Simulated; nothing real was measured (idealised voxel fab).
This section sets out a process module, namely voxel wiring stack.
Displayed cross-section: cut, width of 290 nm, square cells sized 5 nm.
A cross-section is written here as square cells arranged in a grid, and it is given in bands from the top down, each band taking up one or more rows of cells.
Band: top and bottom heights (nm) first, top before bottom; then materials from left to right, widths in nm. "everywhere" marks a sole material filling the band edge to edge. "empty" denotes empty space.
Heads up on the height convention: 0 is the point under which the incoming wafer is all one material, and the lowest band has no bottom, it just keeps going down, like "0 -> down".
With a width like "30 to 40", each row of cells in the band differs from the next by the same amount, the top row carrying the first number and the bottom row the second.
"everything unchanged" after a step means that no cell of the cross-section changed.
What "Enclosed cavity list" gives you is every empty space of 8 cells or more that is cut off from the top. Each appears as width x height at distance, with the distance taken from the left edge and width, height and distance all in nm.
Heads up: the bit after the settings on a step's line is the simulator's remark on that step.
overlay nm, on a step with a mask: how far to the right of its planned place the mask lay; to the left if negative
[Planned step list for the process]
1) RECEIVE with material Si
2) CONFORMAL_DEP with material SiO2, thk nm 15
3) CONFORMAL_DEP with material SiN, thk nm 5
4) DIRECTIONAL_DEP with material SiO2, thk nm 15
5) PATTERN with tone open, mask id METAL_1, material resist, width nm 20, pitch nm 50, thk nm 20, overlay nm 0
6) DIRECTIONAL_ETCH with etch materials SiO2, depth nm 15
7) DIRECTIONAL_ETCH with etch materials SiN, depth nm 5
8) STRIP with etch materials resist
9) CONFORMAL_DEP with material TiN, thk nm 5
10) FILL_DEP with material Cu, thk nm 5
11) CMP with height nm 35
12) CONFORMAL_DEP with material SiCN, thk nm 5
13) DIRECTIONAL_DEP with material SiO2, thk nm 25
14) DIRECTIONAL_DEP with material aC, thk nm 15
15) PATTERN with tone open, mask id METAL_2_HOLES, material resist, width nm 15, pitch nm 100, thk nm 35, overlay nm 0
16) DIRECTIONAL_ETCH with etch materials aC, depth nm 15
17) STRIP with etch materials resist
18) DIRECTIONAL_ETCH with etch materials SiO2, depth nm 25
19) STRIP with etch materials aC
20) PATTERN with tone open, mask id METAL_2, material resist, width nm 20, pitch nm 50, thk nm 15, overlay nm 0
21) DIRECTIONAL_ETCH with etch materials SiO2, depth nm 15
22) DIRECTIONAL_ETCH with etch materials SiCN, depth nm 5
23) STRIP with etch materials resist
24) CONFORMAL_DEP with material TiN, thk nm 5
25) FILL_DEP with material Ru, thk nm 10
26) CMP with height nm 65
27) CONFORMAL_DEP with material SiCN, thk nm 5
28) DIRECTIONAL_DEP with material lowk, thk nm 30
29) PATTERN with tone open, mask id METAL_3_HOLES, material resist, width nm 15, pitch nm 100, thk nm 20, overlay nm 0
30) DIRECTIONAL_ETCH with etch materials lowk, depth nm 30
31) STRIP with etch materials resist
32) MASKED_ETCH with tone open, mask id METAL_3, width nm 20, pitch nm 50, etch materials lowk, depth nm 20, overlay nm 0
33) MASKED_ETCH with tone open, mask id METAL_3, width nm 20, pitch nm 50, etch materials SiCN, depth nm 5, overlay nm 0
34) CONFORMAL_DEP with material TiN, thk nm 5
35) FILL_DEP with material Ru, thk nm 10
36) CMP with height nm 100
37) CONFORMAL_DEP with material SiCN, thk nm 5
38) DIRECTIONAL_DEP with material lowk, thk nm 10
39) MASKED_ETCH with tone open, mask id PLUG_3, width nm 15, pitch nm 50, etch materials lowk, depth nm 10, overlay nm 0
40) MASKED_ETCH with tone open, mask id PLUG_3, width nm 15, pitch nm 50, etch materials SiCN, depth nm 5, overlay nm 0
41) EPI with material Ru, thk nm 10
42) EPI with material Ru, thk nm 5
43) CONFORMAL_DEP with material SiN, thk nm 5
44) DIRECTIONAL_DEP with material lowk, thk nm 15
45) DIRECTIONAL_DEP with material aC, thk nm 15
46) PATTERN with tone open, mask id METAL_4, material resist, width nm 20, pitch nm 50, thk nm 35, overlay nm 0
47) DIRECTIONAL_ETCH with etch materials aC, depth nm 15
48) STRIP with etch materials resist
49) DIRECTIONAL_ETCH with etch materials lowk, depth nm 15
50) DIRECTIONAL_ETCH with etch materials SiN, depth nm 5
51) STRIP with etch materials aC
52) CONFORMAL_DEP with material TiN, thk nm 5
53) FILL_DEP with material Ru, thk nm 5
54) CMP with height nm 135
55) EPI with material Ru, thk nm 5
56) FILL_DEP with material SiCN, thk nm 5
[First of two wafers, with the run carried out as planned]
[Cross-section, incoming material, after step 1]
	0 -> down: Si everywhere
	Enclosed cavity list: none
[Upon completion of step 2, the wafer appears in cross-section as shown]
	15 -> 0: SiO2 everywhere
	No changes below 0.
[Upon completion of step 3, the wafer appears in cross-section as shown]
	20 -> 15: SiN everywhere
	No changes below 15.
[Upon completion of step 4, the wafer appears in cross-section as shown]
	35 -> 20: SiO2 everywhere
	No changes below 20.
[Upon completion of step 5, the wafer appears in cross-section as shown]
	55 -> 35: resist: 85; empty: 20; resist: 30; empty: 20; resist: 30; empty: 20; resist: 85
	No changes below 35.
[Upon completion of step 6, the wafer appears in cross-section as shown]
	55 -> 35: resist: 85; empty: 20; resist: 30; empty: 20; resist: 30; empty: 20; resist: 85
	35 -> 20: SiO2: 85; empty: 20; SiO2: 30; empty: 20; SiO2: 30; empty: 20; SiO2: 85
	No changes below 20.
[Upon completion of step 7, the wafer appears in cross-section as shown]
	55 -> 35: resist: 85; empty: 20; resist: 30; empty: 20; resist: 30; empty: 20; resist: 85
	35 -> 20: SiO2: 85; empty: 20; SiO2: 30; empty: 20; SiO2: 30; empty: 20; SiO2: 85
	20 -> 15: SiN: 85; empty: 20; SiN: 30; empty: 20; SiN: 30; empty: 20; SiN: 85
	No changes below 15.
[Upon completion of step 8, the wafer appears in cross-section as shown]
	35 -> 20: SiO2: 85; empty: 20; SiO2: 30; empty: 20; SiO2: 30; empty: 20; SiO2: 85
	No changes below 20.
[Upon completion of step 9, the wafer appears in cross-section as shown]
	40 -> 35: TiN: 90; empty: 10; TiN: 40; empty: 10; TiN: 40; empty: 10; TiN: 90
	35 -> 20: SiO2: 85; TiN: 5; empty: 10; TiN: 5; SiO2: 30; TiN: 5; empty: 10; TiN: 5; SiO2: 30; TiN: 5; empty: 10; TiN: 5; SiO2: 85
	20 -> 15: SiN: 85; TiN: 20; SiN: 30; TiN: 20; SiN: 30; TiN: 20; SiN: 85
	No changes below 15.
[Upon completion of step 10, the wafer appears in cross-section as shown]
	45 -> 40: Cu everywhere
	40 -> 35: TiN: 90; Cu: 10; TiN: 40; Cu: 10; TiN: 40; Cu: 10; TiN: 90
	35 -> 20: SiO2: 85; TiN: 5; Cu: 10; TiN: 5; SiO2: 30; TiN: 5; Cu: 10; TiN: 5; SiO2: 30; TiN: 5; Cu: 10; TiN: 5; SiO2: 85
	No changes below 20.
[Upon completion of step 11, the wafer appears in cross-section as shown]
	35 -> 20: SiO2: 85; TiN: 5; Cu: 10; TiN: 5; SiO2: 30; TiN: 5; Cu: 10; TiN: 5; SiO2: 30; TiN: 5; Cu: 10; TiN: 5; SiO2: 85
	No changes below 20.
[Upon completion of step 12, the wafer appears in cross-section as shown]
	40 -> 35: SiCN everywhere
	No changes below 35.
[Upon completion of step 13, the wafer appears in cross-section as shown]
	65 -> 40: SiO2 everywhere
	No changes below 40.
[Upon completion of step 14, the wafer appears in cross-section as shown]
	80 -> 65: aC everywhere
	No changes below 65.
[Upon completion of step 15, the wafer appears in cross-section as shown]
	115 -> 80: resist: 85; empty: 15; resist: 85; empty: 15; resist: 90
	No changes below 80.
[Upon completion of step 16, the wafer appears in cross-section as shown]
	100 -> 80: resist: 85; empty: 15; resist: 85; empty: 15; resist: 90
	80 -> 65: aC: 85; empty: 15; aC: 85; empty: 15; aC: 90
	No changes below 65.
[Upon completion of step 17, the wafer appears in cross-section as shown]
	80 -> 65: aC: 85; empty: 15; aC: 85; empty: 15; aC: 90
	No changes below 65.
[Upon completion of step 18, the wafer appears in cross-section as shown]
	80 -> 65: aC: 85; empty: 15; aC: 85; empty: 15; aC: 90
	65 -> 40: SiO2: 85; empty: 15; SiO2: 85; empty: 15; SiO2: 90
	No changes below 40.
[Upon completion of step 19, the wafer appears in cross-section as shown]
	65 -> 40: SiO2: 85; empty: 15; SiO2: 85; empty: 15; SiO2: 90
	No changes below 40.
[Upon completion of step 20, the wafer appears in cross-section as shown]
	80 -> 65: resist: 85; empty: 20; resist: 30; empty: 20; resist: 30; empty: 20; resist: 85
	No changes below 65.
[Upon completion of step 21, the wafer appears in cross-section as shown]
	80 -> 65: resist: 85; empty: 20; resist: 30; empty: 20; resist: 30; empty: 20; resist: 85
	65 -> 50: SiO2: 85; empty: 20; SiO2: 30; empty: 20; SiO2: 30; empty: 20; SiO2: 85
	No changes below 50.
[Upon completion of step 22, the wafer appears in cross-section as shown]
	80 -> 65: resist: 85; empty: 20; resist: 30; empty: 20; resist: 30; empty: 20; resist: 85
	65 -> 50: SiO2: 85; empty: 20; SiO2: 30; empty: 20; SiO2: 30; empty: 20; SiO2: 85
	50 -> 40: SiO2: 85; empty: 15; SiO2: 85; empty: 15; SiO2: 90
	40 -> 35: SiCN: 85; empty: 15; SiCN: 85; empty: 15; SiCN: 90
	No changes below 35.
[Upon completion of step 23, the wafer appears in cross-section as shown]
	65 -> 50: SiO2: 85; empty: 20; SiO2: 30; empty: 20; SiO2: 30; empty: 20; SiO2: 85
	No changes below 50.
[Upon completion of step 24, the wafer appears in cross-section as shown]
	70 -> 65: TiN: 90; empty: 10; TiN: 40; empty: 10; TiN: 40; empty: 10; TiN: 90
	65 -> 55: SiO2: 85; TiN: 5; empty: 10; TiN: 5; SiO2: 30; TiN: 5; empty: 10; TiN: 5; SiO2: 30; TiN: 5; empty: 10; TiN: 5; SiO2: 85
	55 -> 50: SiO2: 85; TiN: 5; empty: 5; TiN: 10; SiO2: 30; TiN: 20; SiO2: 30; TiN: 5; empty: 5; TiN: 10; SiO2: 85
	50 -> 40: SiO2: 85; TiN: 5; empty: 5; TiN: 5; SiO2: 85; TiN: 5; empty: 5; TiN: 5; SiO2: 90
	40 -> 35: SiCN: 85; TiN: 15; SiCN: 85; TiN: 15; SiCN: 90
	No changes below 35.
[Upon completion of step 25, the wafer appears in cross-section as shown]
	80 -> 70: Ru everywhere
	70 -> 65: TiN: 90; Ru: 10; TiN: 40; Ru: 10; TiN: 40; Ru: 10; TiN: 90
	65 -> 55: SiO2: 85; TiN: 5; Ru: 10; TiN: 5; SiO2: 30; TiN: 5; Ru: 10; TiN: 5; SiO2: 30; TiN: 5; Ru: 10; TiN: 5; SiO2: 85
	55 -> 50: SiO2: 85; TiN: 5; Ru: 5; TiN: 10; SiO2: 30; TiN: 20; SiO2: 30; TiN: 5; Ru: 5; TiN: 10; SiO2: 85
	50 -> 40: SiO2: 85; TiN: 5; Ru: 5; TiN: 5; SiO2: 85; TiN: 5; Ru: 5; TiN: 5; SiO2: 90
	No changes below 40.
[Upon completion of step 26, the wafer appears in cross-section as shown]
	65 -> 55: SiO2: 85; TiN: 5; Ru: 10; TiN: 5; SiO2: 30; TiN: 5; Ru: 10; TiN: 5; SiO2: 30; TiN: 5; Ru: 10; TiN: 5; SiO2: 85
	No changes below 55.
[Upon completion of step 27, the wafer appears in cross-section as shown]
	70 -> 65: SiCN everywhere
	No changes below 65.
[Upon completion of step 28, the wafer appears in cross-section as shown]
	100 -> 70: lowk everywhere
	No changes below 70.
[Upon completion of step 29, the wafer appears in cross-section as shown]
	120 -> 100: resist: 85; empty: 15; resist: 85; empty: 15; resist: 90
	No changes below 100.
[Upon completion of step 30, the wafer appears in cross-section as shown]
	120 -> 100: resist: 85; empty: 15; resist: 85; empty: 15; resist: 90
	100 -> 70: lowk: 85; empty: 15; lowk: 85; empty: 15; lowk: 90
	No changes below 70.
[Upon completion of step 31, the wafer appears in cross-section as shown]
	100 -> 70: lowk: 85; empty: 15; lowk: 85; empty: 15; lowk: 90
	No changes below 70.
[Upon completion of step 32, the wafer appears in cross-section as shown]
	100 -> 80: lowk: 85; empty: 20; lowk: 30; empty: 20; lowk: 30; empty: 20; lowk: 85
	No changes below 80.
[Upon completion of step 33, the wafer appears in cross-section as shown]
	100 -> 80: lowk: 85; empty: 20; lowk: 30; empty: 20; lowk: 30; empty: 20; lowk: 85
	80 -> 70: lowk: 85; empty: 15; lowk: 85; empty: 15; lowk: 90
	70 -> 65: SiCN: 85; empty: 15; SiCN: 85; empty: 15; SiCN: 90
	No changes below 65.
[Upon completion of step 34, the wafer appears in cross-section as shown]
	105 -> 100: TiN: 90; empty: 10; TiN: 40; empty: 10; TiN: 40; empty: 10; TiN: 90
	100 -> 85: lowk: 85; TiN: 5; empty: 10; TiN: 5; lowk: 30; TiN: 5; empty: 10; TiN: 5; lowk: 30; TiN: 5; empty: 10; TiN: 5; lowk: 85
	85 -> 80: lowk: 85; TiN: 5; empty: 5; TiN: 10; lowk: 30; TiN: 20; lowk: 30; TiN: 5; empty: 5; TiN: 10; lowk: 85
	80 -> 70: lowk: 85; TiN: 5; empty: 5; TiN: 5; lowk: 85; TiN: 5; empty: 5; TiN: 5; lowk: 90
	70 -> 65: SiCN: 85; TiN: 15; SiCN: 85; TiN: 15; SiCN: 90
	No changes below 65.
[Upon completion of step 35, the wafer appears in cross-section as shown]
	115 -> 105: Ru everywhere
	105 -> 100: TiN: 90; Ru: 10; TiN: 40; Ru: 10; TiN: 40; Ru: 10; TiN: 90
	100 -> 85: lowk: 85; TiN: 5; Ru: 10; TiN: 5; lowk: 30; TiN: 5; Ru: 10; TiN: 5; lowk: 30; TiN: 5; Ru: 10; TiN: 5; lowk: 85
	85 -> 80: lowk: 85; TiN: 5; Ru: 5; TiN: 10; lowk: 30; TiN: 20; lowk: 30; TiN: 5; Ru: 5; TiN: 10; lowk: 85
	80 -> 70: lowk: 85; TiN: 5; Ru: 5; TiN: 5; lowk: 85; TiN: 5; Ru: 5; TiN: 5; lowk: 90
	No changes below 70.
[Upon completion of step 36, the wafer appears in cross-section as shown]
	100 -> 85: lowk: 85; TiN: 5; Ru: 10; TiN: 5; lowk: 30; TiN: 5; Ru: 10; TiN: 5; lowk: 30; TiN: 5; Ru: 10; TiN: 5; lowk: 85
	No changes below 85.
[Upon completion of step 37, the wafer appears in cross-section as shown]
	105 -> 100: SiCN everywhere
	No changes below 100.
[Upon completion of step 38, the wafer appears in cross-section as shown]
	115 -> 105: lowk everywhere
	No changes below 105.
[Upon completion of step 39, the wafer appears in cross-section as shown]
	115 -> 105: lowk: 85; empty: 15; lowk: 35; empty: 15; lowk: 35; empty: 15; lowk: 90
	No changes below 105.
[Upon completion of step 40, the wafer appears in cross-section as shown]
	115 -> 105: lowk: 85; empty: 15; lowk: 35; empty: 15; lowk: 35; empty: 15; lowk: 90
	105 -> 100: SiCN: 85; empty: 15; SiCN: 35; empty: 15; SiCN: 35; empty: 15; SiCN: 90
	No changes below 100.
[Upon completion of step 41, the wafer appears in cross-section as shown]
	115 -> 110: lowk: 85; empty: 15; lowk: 35; empty: 15; lowk: 35; empty: 15; lowk: 90
	110 -> 105: lowk: 85; Ru: 15; lowk: 35; Ru: 15; lowk: 35; Ru: 15; lowk: 90
	105 -> 100: SiCN: 85; Ru: 15; SiCN: 35; Ru: 15; SiCN: 35; Ru: 15; SiCN: 90
	No changes below 100.
[Upon completion of step 42, the wafer appears in cross-section as shown]
	115 -> 105: lowk: 85; Ru: 15; lowk: 35; Ru: 15; lowk: 35; Ru: 15; lowk: 90
	No changes below 105.
[Upon completion of step 43, the wafer appears in cross-section as shown]
	120 -> 115: SiN everywhere
	No changes below 115.
[Upon completion of step 44, the wafer appears in cross-section as shown]
	135 -> 120: lowk everywhere
	No changes below 120.
[Upon completion of step 45, the wafer appears in cross-section as shown]
	150 -> 135: aC everywhere
	No changes below 135.
[Upon completion of step 46, the wafer appears in cross-section as shown]
	185 -> 150: resist: 85; empty: 20; resist: 30; empty: 20; resist: 30; empty: 20; resist: 85
	No changes below 150.
[Upon completion of step 47, the wafer appears in cross-section as shown]
	170 -> 150: resist: 85; empty: 20; resist: 30; empty: 20; resist: 30; empty: 20; resist: 85
	150 -> 135: aC: 85; empty: 20; aC: 30; empty: 20; aC: 30; empty: 20; aC: 85
	No changes below 135.
[Upon completion of step 48, the wafer appears in cross-section as shown]
	150 -> 135: aC: 85; empty: 20; aC: 30; empty: 20; aC: 30; empty: 20; aC: 85
	No changes below 135.
[Upon completion of step 49, the wafer appears in cross-section as shown]
	150 -> 135: aC: 85; empty: 20; aC: 30; empty: 20; aC: 30; empty: 20; aC: 85
	135 -> 120: lowk: 85; empty: 20; lowk: 30; empty: 20; lowk: 30; empty: 20; lowk: 85
	No changes below 120.
[Upon completion of step 50, the wafer appears in cross-section as shown]
	150 -> 135: aC: 85; empty: 20; aC: 30; empty: 20; aC: 30; empty: 20; aC: 85
	135 -> 120: lowk: 85; empty: 20; lowk: 30; empty: 20; lowk: 30; empty: 20; lowk: 85
	120 -> 115: SiN: 85; empty: 20; SiN: 30; empty: 20; SiN: 30; empty: 20; SiN: 85
	No changes below 115.
[Upon completion of step 51, the wafer appears in cross-section as shown]
	135 -> 120: lowk: 85; empty: 20; lowk: 30; empty: 20; lowk: 30; empty: 20; lowk: 85
	No changes below 120.
[Upon completion of step 52, the wafer appears in cross-section as shown]
	140 -> 135: TiN: 90; empty: 10; TiN: 40; empty: 10; TiN: 40; empty: 10; TiN: 90
	135 -> 120: lowk: 85; TiN: 5; empty: 10; TiN: 5; lowk: 30; TiN: 5; empty: 10; TiN: 5; lowk: 30; TiN: 5; empty: 10; TiN: 5; lowk: 85
	120 -> 115: SiN: 85; TiN: 20; SiN: 30; TiN: 20; SiN: 30; TiN: 20; SiN: 85
	No changes below 115.
[Upon completion of step 53, the wafer appears in cross-section as shown]
	145 -> 140: Ru everywhere
	140 -> 135: TiN: 90; Ru: 10; TiN: 40; Ru: 10; TiN: 40; Ru: 10; TiN: 90
	135 -> 120: lowk: 85; TiN: 5; Ru: 10; TiN: 5; lowk: 30; TiN: 5; Ru: 10; TiN: 5; lowk: 30; TiN: 5; Ru: 10; TiN: 5; lowk: 85
	No changes below 120.
[Upon completion of step 54, the wafer appears in cross-section as shown]
	135 -> 120: lowk: 85; TiN: 5; Ru: 10; TiN: 5; lowk: 30; TiN: 5; Ru: 10; TiN: 5; lowk: 30; TiN: 5; Ru: 10; TiN: 5; lowk: 85
	No changes below 120.
[Upon completion of step 55, the wafer appears in cross-section as shown]
	140 -> 135: empty: 80; Ru: 30; empty: 20; Ru: 30; empty: 20; Ru: 30; empty: 80
	No changes below 135.
[Upon completion of step 56, the wafer appears in cross-section as shown]
	145 -> 140: SiCN everywhere
	140 -> 135: SiCN: 80; Ru: 30; SiCN: 20; Ru: 30; SiCN: 20; Ru: 30; SiCN: 80
	No changes below 135.
[Now the other wafer: same start, same recipe, but we messed up one thing when running it. Up to and including step 19 it's the same as the first one]
[Cross-sectional representation of the second wafer at the time designated in the plan for the completion of step 20]
	80 -> 65: resist: 95; empty: 20; resist: 30; empty: 20; resist: 30; empty: 20; resist: 75
	65 -> 40: SiO2: 85; resist: 10; empty: 5; SiO2: 85; resist: 10; empty: 5; SiO2: 90
	No changes below 40.
[Cross-sectional representation of the second wafer at the time designated in the plan for the completion of step 21]
	80 -> 65: resist: 95; empty: 20; resist: 30; empty: 20; resist: 30; empty: 20; resist: 75
	65 -> 50: SiO2: 85; resist: 10; empty: 20; SiO2: 30; empty: 20; SiO2: 20; resist: 10; empty: 20; SiO2: 75
	No changes below 50.
[Cross-sectional representation of the second wafer at the time designated in the plan for the completion of step 22]
	80 -> 65: resist: 95; empty: 20; resist: 30; empty: 20; resist: 30; empty: 20; resist: 75
	65 -> 50: SiO2: 85; resist: 10; empty: 20; SiO2: 30; empty: 20; SiO2: 20; resist: 10; empty: 20; SiO2: 75
	50 -> 40: SiO2: 85; resist: 10; empty: 5; SiO2: 85; resist: 10; empty: 5; SiO2: 90
	40 -> 35: SiCN: 95; empty: 5; SiCN: 95; empty: 5; SiCN: 90
	No changes below 35.
[Cross-sectional representation of the second wafer at the time designated in the plan for the completion of step 23]
	65 -> 50: SiO2: 85; empty: 30; SiO2: 30; empty: 20; SiO2: 20; empty: 30; SiO2: 75
	50 -> 40: SiO2: 85; empty: 15; SiO2: 85; empty: 15; SiO2: 90
	No changes below 40.
[Cross-sectional representation of the second wafer at the time designated in the plan for the completion of step 24]
	70 -> 65: TiN: 90; empty: 20; TiN: 40; empty: 10; TiN: 30; empty: 20; TiN: 80
	65 -> 55: SiO2: 85; TiN: 5; empty: 20; TiN: 5; SiO2: 30; TiN: 5; empty: 10; TiN: 5; SiO2: 20; TiN: 5; empty: 20; TiN: 5; SiO2: 75
	55 -> 50: SiO2: 85; TiN: 5; empty: 5; TiN: 20; SiO2: 30; TiN: 20; SiO2: 20; TiN: 5; empty: 5; TiN: 20; SiO2: 75
	50 -> 45: SiO2: 85; TiN: 5; empty: 5; TiN: 5; SiO2: 85; TiN: 5; empty: 5; TiN: 5; SiO2: 90
	45 -> 40: SiO2: 85; TiN: 15; SiO2: 85; TiN: 15; SiO2: 90
	40 -> 35: SiCN: 95; TiN: 5; SiCN: 95; TiN: 5; SiCN: 90
	No changes below 35.
[Cross-sectional representation of the second wafer at the time designated in the plan for the completion of step 25]
	80 -> 70: Ru everywhere
	70 -> 65: TiN: 90; Ru: 20; TiN: 40; Ru: 10; TiN: 30; Ru: 20; TiN: 80
	65 -> 55: SiO2: 85; TiN: 5; Ru: 20; TiN: 5; SiO2: 30; TiN: 5; Ru: 10; TiN: 5; SiO2: 20; TiN: 5; Ru: 20; TiN: 5; SiO2: 75
	55 -> 50: SiO2: 85; TiN: 5; Ru: 5; TiN: 20; SiO2: 30; TiN: 20; SiO2: 20; TiN: 5; Ru: 5; TiN: 20; SiO2: 75
	50 -> 45: SiO2: 85; TiN: 5; Ru: 5; TiN: 5; SiO2: 85; TiN: 5; Ru: 5; TiN: 5; SiO2: 90
	No changes below 45.
[Cross-sectional representation of the second wafer at the time designated in the plan for the completion of step 26]
	65 -> 55: SiO2: 85; TiN: 5; Ru: 20; TiN: 5; SiO2: 30; TiN: 5; Ru: 10; TiN: 5; SiO2: 20; TiN: 5; Ru: 20; TiN: 5; SiO2: 75
	No changes below 55.
[Cross-sectional representation of the second wafer at the time designated in the plan for the completion of step 27]
	70 -> 65: SiCN everywhere
	No changes below 65.
[Cross-sectional representation of the second wafer at the time designated in the plan for the completion of step 28]
	100 -> 70: lowk everywhere
	No changes below 70.
[Cross-sectional representation of the second wafer at the time designated in the plan for the completion of step 29]
	120 -> 100: resist: 85; empty: 15; resist: 85; empty: 15; resist: 90
	No changes below 100.
[Cross-sectional representation of the second wafer at the time designated in the plan for the completion of step 30]
	120 -> 100: resist: 85; empty: 15; resist: 85; empty: 15; resist: 90
	100 -> 70: lowk: 85; empty: 15; lowk: 85; empty: 15; lowk: 90
	No changes below 70.
[Cross-sectional representation of the second wafer at the time designated in the plan for the completion of step 31]
	100 -> 70: lowk: 85; empty: 15; lowk: 85; empty: 15; lowk: 90
	No changes below 70.
[Cross-sectional representation of the second wafer at the time designated in the plan for the completion of step 32]
	100 -> 80: lowk: 85; empty: 20; lowk: 30; empty: 20; lowk: 30; empty: 20; lowk: 85
	No changes below 80.
[Cross-sectional representation of the second wafer at the time designated in the plan for the completion of step 33]
	100 -> 80: lowk: 85; empty: 20; lowk: 30; empty: 20; lowk: 30; empty: 20; lowk: 85
	80 -> 70: lowk: 85; empty: 15; lowk: 85; empty: 15; lowk: 90
	70 -> 65: SiCN: 85; empty: 15; SiCN: 85; empty: 15; SiCN: 90
	No changes below 65.
[Cross-sectional representation of the second wafer at the time designated in the plan for the completion of step 34]
	105 -> 100: TiN: 90; empty: 10; TiN: 40; empty: 10; TiN: 40; empty: 10; TiN: 90
	100 -> 85: lowk: 85; TiN: 5; empty: 10; TiN: 5; lowk: 30; TiN: 5; empty: 10; TiN: 5; lowk: 30; TiN: 5; empty: 10; TiN: 5; lowk: 85
	85 -> 80: lowk: 85; TiN: 5; empty: 5; TiN: 10; lowk: 30; TiN: 20; lowk: 30; TiN: 5; empty: 5; TiN: 10; lowk: 85
	80 -> 70: lowk: 85; TiN: 5; empty: 5; TiN: 5; lowk: 85; TiN: 5; empty: 5; TiN: 5; lowk: 90
	70 -> 65: SiCN: 85; TiN: 15; SiCN: 85; TiN: 15; SiCN: 90
	No changes below 65.
[Cross-sectional representation of the second wafer at the time designated in the plan for the completion of step 35]
	115 -> 105: Ru everywhere
	105 -> 100: TiN: 90; Ru: 10; TiN: 40; Ru: 10; TiN: 40; Ru: 10; TiN: 90
	100 -> 85: lowk: 85; TiN: 5; Ru: 10; TiN: 5; lowk: 30; TiN: 5; Ru: 10; TiN: 5; lowk: 30; TiN: 5; Ru: 10; TiN: 5; lowk: 85
	85 -> 80: lowk: 85; TiN: 5; Ru: 5; TiN: 10; lowk: 30; TiN: 20; lowk: 30; TiN: 5; Ru: 5; TiN: 10; lowk: 85
	80 -> 70: lowk: 85; TiN: 5; Ru: 5; TiN: 5; lowk: 85; TiN: 5; Ru: 5; TiN: 5; lowk: 90
	No changes below 70.
[Cross-sectional representation of the second wafer at the time designated in the plan for the completion of step 36]
	100 -> 85: lowk: 85; TiN: 5; Ru: 10; TiN: 5; lowk: 30; TiN: 5; Ru: 10; TiN: 5; lowk: 30; TiN: 5; Ru: 10; TiN: 5; lowk: 85
	No changes below 85.
[Cross-sectional representation of the second wafer at the time designated in the plan for the completion of step 37]
	105 -> 100: SiCN everywhere
	No changes below 100.
[Cross-sectional representation of the second wafer at the time designated in the plan for the completion of step 38]
	115 -> 105: lowk everywhere
	No changes below 105.
[Cross-sectional representation of the second wafer at the time designated in the plan for the completion of step 39]
	115 -> 105: lowk: 85; empty: 15; lowk: 35; empty: 15; lowk: 35; empty: 15; lowk: 90
	No changes below 105.
[Cross-sectional representation of the second wafer at the time designated in the plan for the completion of step 40]
	115 -> 105: lowk: 85; empty: 15; lowk: 35; empty: 15; lowk: 35; empty: 15; lowk: 90
	105 -> 100: SiCN: 85; empty: 15; SiCN: 35; empty: 15; SiCN: 35; empty: 15; SiCN: 90
	No changes below 100.
[Cross-sectional representation of the second wafer at the time designated in the plan for the completion of step 41]
	115 -> 110: lowk: 85; empty: 15; lowk: 35; empty: 15; lowk: 35; empty: 15; lowk: 90
	110 -> 105: lowk: 85; Ru: 15; lowk: 35; Ru: 15; lowk: 35; Ru: 15; lowk: 90
	105 -> 100: SiCN: 85; Ru: 15; SiCN: 35; Ru: 15; SiCN: 35; Ru: 15; SiCN: 90
	No changes below 100.
[Cross-sectional representation of the second wafer at the time designated in the plan for the completion of step 42]
	115 -> 105: lowk: 85; Ru: 15; lowk: 35; Ru: 15; lowk: 35; Ru: 15; lowk: 90
	No changes below 105.
[Cross-sectional representation of the second wafer at the time designated in the plan for the completion of step 43]
	120 -> 115: SiN everywhere
	No changes below 115.
[Cross-sectional representation of the second wafer at the time designated in the plan for the completion of step 44]
	135 -> 120: lowk everywhere
	No changes below 120.
[Cross-sectional representation of the second wafer at the time designated in the plan for the completion of step 45]
	150 -> 135: aC everywhere
	No changes below 135.
[Cross-sectional representation of the second wafer at the time designated in the plan for the completion of step 46]
	185 -> 150: resist: 85; empty: 20; resist: 30; empty: 20; resist: 30; empty: 20; resist: 85
	No changes below 150.
[Cross-sectional representation of the second wafer at the time designated in the plan for the completion of step 47]
	170 -> 150: resist: 85; empty: 20; resist: 30; empty: 20; resist: 30; empty: 20; resist: 85
	150 -> 135: aC: 85; empty: 20; aC: 30; empty: 20; aC: 30; empty: 20; aC: 85
	No changes below 135.
[Cross-sectional representation of the second wafer at the time designated in the plan for the completion of step 48]
	150 -> 135: aC: 85; empty: 20; aC: 30; empty: 20; aC: 30; empty: 20; aC: 85
	No changes below 135.
[Cross-sectional representation of the second wafer at the time designated in the plan for the completion of step 49]
	150 -> 135: aC: 85; empty: 20; aC: 30; empty: 20; aC: 30; empty: 20; aC: 85
	135 -> 120: lowk: 85; empty: 20; lowk: 30; empty: 20; lowk: 30; empty: 20; lowk: 85
	No changes below 120.
[Cross-sectional representation of the second wafer at the time designated in the plan for the completion of step 50]
	150 -> 135: aC: 85; empty: 20; aC: 30; empty: 20; aC: 30; empty: 20; aC: 85
	135 -> 120: lowk: 85; empty: 20; lowk: 30; empty: 20; lowk: 30; empty: 20; lowk: 85
	120 -> 115: SiN: 85; empty: 20; SiN: 30; empty: 20; SiN: 30; empty: 20; SiN: 85
	No changes below 115.
[Cross-sectional representation of the second wafer at the time designated in the plan for the completion of step 51]
	135 -> 120: lowk: 85; empty: 20; lowk: 30; empty: 20; lowk: 30; empty: 20; lowk: 85
	No changes below 120.
[Cross-sectional representation of the second wafer at the time designated in the plan for the completion of step 52]
	140 -> 135: TiN: 90; empty: 10; TiN: 40; empty: 10; TiN: 40; empty: 10; TiN: 90
	135 -> 120: lowk: 85; TiN: 5; empty: 10; TiN: 5; lowk: 30; TiN: 5; empty: 10; TiN: 5; lowk: 30; TiN: 5; empty: 10; TiN: 5; lowk: 85
	120 -> 115: SiN: 85; TiN: 20; SiN: 30; TiN: 20; SiN: 30; TiN: 20; SiN: 85
	No changes below 115.
[Cross-sectional representation of the second wafer at the time designated in the plan for the completion of step 53]
	145 -> 140: Ru everywhere
	140 -> 135: TiN: 90; Ru: 10; TiN: 40; Ru: 10; TiN: 40; Ru: 10; TiN: 90
	135 -> 120: lowk: 85; TiN: 5; Ru: 10; TiN: 5; lowk: 30; TiN: 5; Ru: 10; TiN: 5; lowk: 30; TiN: 5; Ru: 10; TiN: 5; lowk: 85
	No changes below 120.
[Cross-sectional representation of the second wafer at the time designated in the plan for the completion of step 54]
	135 -> 120: lowk: 85; TiN: 5; Ru: 10; TiN: 5; lowk: 30; TiN: 5; Ru: 10; TiN: 5; lowk: 30; TiN: 5; Ru: 10; TiN: 5; lowk: 85
	No changes below 120.
[Cross-sectional representation of the second wafer at the time designated in the plan for the completion of step 55]
	140 -> 135: empty: 80; Ru: 30; empty: 20; Ru: 30; empty: 20; Ru: 30; empty: 80
	No changes below 135.
[Cross-sectional representation of the second wafer at the time designated in the plan for the completion of step 56]
	145 -> 140: SiCN everywhere
	140 -> 135: SiCN: 80; Ru: 30; SiCN: 20; Ru: 30; SiCN: 20; Ru: 30; SiCN: 80
	No changes below 135.
Finding, execution versus plan: step 20 went in with a setting other than planned; the actual run was PATTERN with tone open, mask id METAL_2, material resist, width nm 20, pitch nm 50, thk nm 15, overlay nm 10
Cell-count delta at end, second wafer over first, by material: +6 Ru | +4 SiCN | -12 SiO2 | +2 TiN
